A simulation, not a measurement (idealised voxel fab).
process module | voxel transistor to metal
cross-section cut | 155 nm wide | cells 5 nm
A cross-section is a grid of square cells, given in bands from the top down. A band is one or more rows of cells.
Each band's line starts with the height of the band's top and of its bottom, in nm. Then come its materials from left to right, each with its width in nm. One material with "throughout" fills the band from edge to edge. "air" is empty space.
Height 0 is the level under which the wafer as received is all one material. The lowest band goes on downwards, as in "0 down".
A width such as "30 to 40" changes by the same amount from each row of cells to the next, from the band's top row to its bottom row.
"no change" after a step means that no cell of the cross-section changed.
closed voids: empty space of 8 cells or more with no open way to the top, each as width x height at its distance from the left edge, in nm
after a step's settings: what the simulator itself notes on the step
overlay nm, on a step with a mask: how far to the right of its planned place the mask lay; to the left if negative
plan
1 op RECEIVE | material Si
2 op OXIDIZE | depth nm 5
3 op CONFORMAL_DEP | material SiN | thk nm 15
4 op MASKED_ETCH | tone cover | mask id ACTIVE | width nm 105 | etch materials SiN | depth nm 15 | overlay nm 0
5 op MASKED_ETCH | tone cover | mask id ACTIVE | width nm 105 | etch materials SiO2 | depth nm 5 | overlay nm 0
6 op MASKED_ETCH | tone cover | mask id ACTIVE | width nm 105 | etch materials Si | depth nm 35 | overlay nm 0
7 op OXIDIZE | depth nm 5
8 op FILL_DEP | material SiO2 | thk nm 10
9 op CMP | height nm 15
10 op SELECTIVE_ETCH | etch materials SiO2 | depth nm 10
11 op STRIP | etch materials SiN
12 op SELECTIVE_ETCH | etch materials SiO2 | depth nm 5
13 op OXIDIZE | depth nm 5
14 op DIRECTIONAL_DEP | material polySi | thk nm 25
15 op DIRECTIONAL_DEP | material SiCN | thk nm 15
16 op DIRECTIONAL_DEP | material aC | thk nm 10
17 op PATTERN | tone cover | mask id GATE | material resist | width nm 15 | thk nm 25 | overlay nm 0
18 op DIRECTIONAL_ETCH | etch materials aC | depth nm 10
19 op STRIP | etch materials resist
20 op DIRECTIONAL_ETCH | etch materials SiCN | depth nm 25
21 op DIRECTIONAL_ETCH | etch materials polySi | depth nm 35
22 op STRIP | etch materials aC
23 op CONFORMAL_DEP | material SiO2 | thk nm 5
24 op DIRECTIONAL_ETCH | etch materials SiO2 | depth nm 5
25 op CONFORMAL_DEP | material SiN | thk nm 10
26 op DIRECTIONAL_ETCH | etch materials SiN | depth nm 10
27 op DIRECTIONAL_ETCH | etch materials SiO2 | depth nm 5
28 op DIRECTIONAL_ETCH | etch materials Si | depth nm 5
29 op EPI | material pSi | thk nm 10
30 op FILL_DEP | material SiO2 | thk nm 5
31 op CMP | height nm 35
32 op DIRECTIONAL_DEP | material SiO2 | thk nm 15
33 op PATTERN | tone open | mask id CONTACT | material resist | width nm 20 | pitch nm 65 | thk nm 20 | overlay nm 0
34 op DIRECTIONAL_ETCH | etch materials SiO2 | depth nm 50
35 op STRIP | etch materials resist
36 op CONFORMAL_DEP | material TiN | thk nm 5
37 op FILL_DEP | material W | thk nm 5
38 op CMP | height nm 50
39 op CONFORMAL_DEP | material SiCN | thk nm 5
40 op DIRECTIONAL_DEP | material SiO2 | thk nm 25
41 op PATTERN | tone open | mask id METAL_1 | material resist | width nm 20 | pitch nm 65 | thk nm 15 | overlay nm 0
42 op DIRECTIONAL_ETCH | etch materials SiO2 | depth nm 25
43 op DIRECTIONAL_ETCH | etch materials SiCN | depth nm 5
44 op STRIP | etch materials resist
45 op CONFORMAL_DEP | material TiN | thk nm 5
46 op FILL_DEP | material W | thk nm 5
47 op CMP | height nm 80
48 op EPI | material Ru | thk nm 5
49 op FILL_DEP | material SiCN | thk nm 5
as received, after step 1
  0 down: Si throughout
  closed voids: none
first wafer at the end, as planned
  90 to 85: SiCN throughout
  85 to 80: SiCN 30 | Ru 30 | SiCN 35 | Ru 30 | SiCN 30
  80 to 55: SiO2 35 | TiN 5 | W 10 | TiN 5 | SiO2 45 | TiN 5 | W 10 | TiN 5 | SiO2 35
  55 to 50: SiCN 35 | TiN 20 | SiCN 45 | TiN 20 | SiCN 35
  50 to 35: SiO2 35 | TiN 5 | W 10 | TiN 5 | SiO2 45 | TiN 5 | W 10 | TiN 5 | SiO2 35
  35 to 20: SiO2 35 | TiN 5 | W 10 | TiN 5 | SiN 10 | SiO2 5 | SiCN 15 | SiO2 5 | SiN 10 | TiN 5 | W 10 | TiN 5 | SiO2 35
  20 to 5: SiO2 35 | TiN 5 | W 10 | TiN 5 | SiN 10 | SiO2 5 | polySi 15 | SiO2 5 | SiN 10 | TiN 5 | W 10 | TiN 5 | SiO2 35
  5 to 0: SiO2 35 | TiN 20 | SiN 10 | SiO2 5 | polySi 15 | SiO2 5 | SiN 10 | TiN 20 | SiO2 35
  0 to -5: SiO2 25 | SiN 10 | pSi 20 | SiN 10 | SiO2 5 | polySi 15 | SiO2 5 | SiN 10 | pSi 20 | SiN 10 | SiO2 25
  -5 to -10: SiO2 35 | pSi 20 | SiO2 45 | pSi 20 | SiO2 35
  -10 to -15: SiO2 30 | Si 5 | pSi 20 | Si 45 | pSi 20 | Si 5 | SiO2 30
  -15 to -45: SiO2 30 | Si 95 | SiO2 30
  -45 down: Si throughout
  closed voids: none
second wafer at the end: like start, like plan, one mistake
  90 to 85: SiCN throughout
  85 to 80: SiCN 30 | Ru 30 | SiCN 35 | Ru 30 | SiCN 30
  80 to 55: SiO2 35 | TiN 5 | W 10 | TiN 5 | SiO2 45 | TiN 5 | W 10 | TiN 5 | SiO2 35
  55 to 50: SiCN 35 | TiN 20 | SiCN 45 | TiN 20 | SiCN 35
  50 to 35: SiO2 35 | TiN 5 | W 10 | TiN 5 | SiO2 45 | TiN 5 | W 10 | TiN 5 | SiO2 35
  35 to 30: SiO2 35 | TiN 5 | W 10 | TiN 5 | SiN 10 | SiO2 5 | SiCN 15 | SiO2 5 | SiN 10 | TiN 5 | W 10 | TiN 5 | SiO2 35
  30 to 25: SiCN 20 | SiO2 5 | SiN 10 | TiN 20 | SiN 10 | SiO2 5 | SiCN 15 | SiO2 5 | SiN 10 | TiN 20 | SiN 10 | SiO2 5 | SiCN 20
  25 to 20: polySi 20 | SiCN 115 | polySi 20
  20 to 0: polySi throughout
  0 to -5: SiO2 20 | polySi 115 | SiO2 20
  -5 to -10: SiO2 throughout
  -10 to -45: SiO2 30 | Si 95 | SiO2 30
  -45 down: Si throughout
  closed voids: none
what went wrong: step 15 was run twice
at the end the second wafer has, in cells: 8 more of Si | 28 more of SiCN | 24 fewer of SiN | 88 fewer of SiO2 | 20 fewer of TiN | 20 fewer of W | 24 fewer of pSi | 140 more of polySi
